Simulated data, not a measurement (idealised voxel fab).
Module name: voxel lift off (process module)
The cross-section shown here is cut; it is 260 nm wide and divided into square cells measuring 5 nm on a side.
A cross-section in this document is a grid of square cells, and it is written down as bands, the top band listed before the ones below it; a band is made up of one or more rows of cells.
Heights first: top, then bottom, in nm. Then materials, left to right, each with a width in nm. "throughout" on a single material: fills the band edge to edge. "empty": empty space.
Heights are expressed relative to 0, this being the level below which the as-received wafer comprises one material exclusively. The lowest band is unbounded in the downward direction and is denoted as in "0..down".
So if you see something like "30 to 40" for the width, read it as the top row of the band sitting at the first number and the bottom row at the second, with every row in between moving by the same amount as the last.
No cell of the cross-section changed in a step that is given as "no modifications".
"Internal closed voids": empty spaces of 8 cells or more with no open way to the top, each given as width x height at distance, distance from the left edge, all in nm.
Step line, after settings: the simulator's comment on this step.
The optional step-line setting "overlay nm" applies to steps with a mask and quantifies how far to the right of its planned location the mask lay, a negative value indicating leftward placement.

**Intended process steps**
| 1 | RECEIVE (material Si) |
| 2 | CONFORMAL_DEP (material SiN; thk nm 15) |
| 3 | PATTERN (tone open; mask id LINES; material resist; width nm 25; pitch nm 50; thk nm 30; overlay nm 0) |
| 4 | DIRECTIONAL_DEP (material Ru; thk nm 5) |
| 5 | STRIP (etch materials resist) |
| 6 | CONFORMAL_DEP (material SiCN; thk nm 5) |
Quick note for whoever runs this: the wafers start identical, but the thk nm at step 4 isn't the same across them. The plan just shows what the first wafer had.

**Cross-section of the first of several wafers on receipt, reflecting completion of step 1**
    0..down = Si throughout
    Internal closed voids: none

**Cross-sectional representation of the first of several wafers at the end of the module, i.e. after its terminal step, step 6**
    25..20 = empty=60, then SiCN=35, then empty=15, then SiCN=35, then empty=15, then SiCN=35, then empty=65
    20..15 = SiCN=65, then Ru=25, then SiCN=25, then Ru=25, then SiCN=25, then Ru=25, then SiCN=70
    15..0 = SiN throughout
    0..down = Si throughout
    Internal closed voids: none

**End of module, last wafer sectioned**
    45..40 = empty=60, then SiCN=35, then empty=15, then SiCN=35, then empty=15, then SiCN=35, then empty=65
    40..20 = empty=60, then SiCN=5, then Ru=25, then SiCN=5, then empty=15, then SiCN=5, then Ru=25, then SiCN=5, then empty=15, then SiCN=5, then Ru=25, then SiCN=5, then empty=65
    20..15 = SiCN=65, then Ru=25, then SiCN=25, then Ru=25, then SiCN=25, then Ru=25, then SiCN=70
    15..0 = SiN throughout
    0..down = Si throughout
    Internal closed voids: none

**Wafer rows, end of module: cells per material gained (+) or lost (-) since receipt; closed voids last**
thk nm 5; +15 Ru; +58 SiCN; +156 SiN; Internal closed voids: none
thk nm 10; +30 Ru; +64 SiCN; +156 SiN; Internal closed voids: none
thk nm 15; +45 Ru; +70 SiCN; +156 SiN; Internal closed voids: none
thk nm 20; +60 Ru; +76 SiCN; +156 SiN; Internal closed voids: none
thk nm 25; +75 Ru; +82 SiCN; +156 SiN; Internal closed voids: none
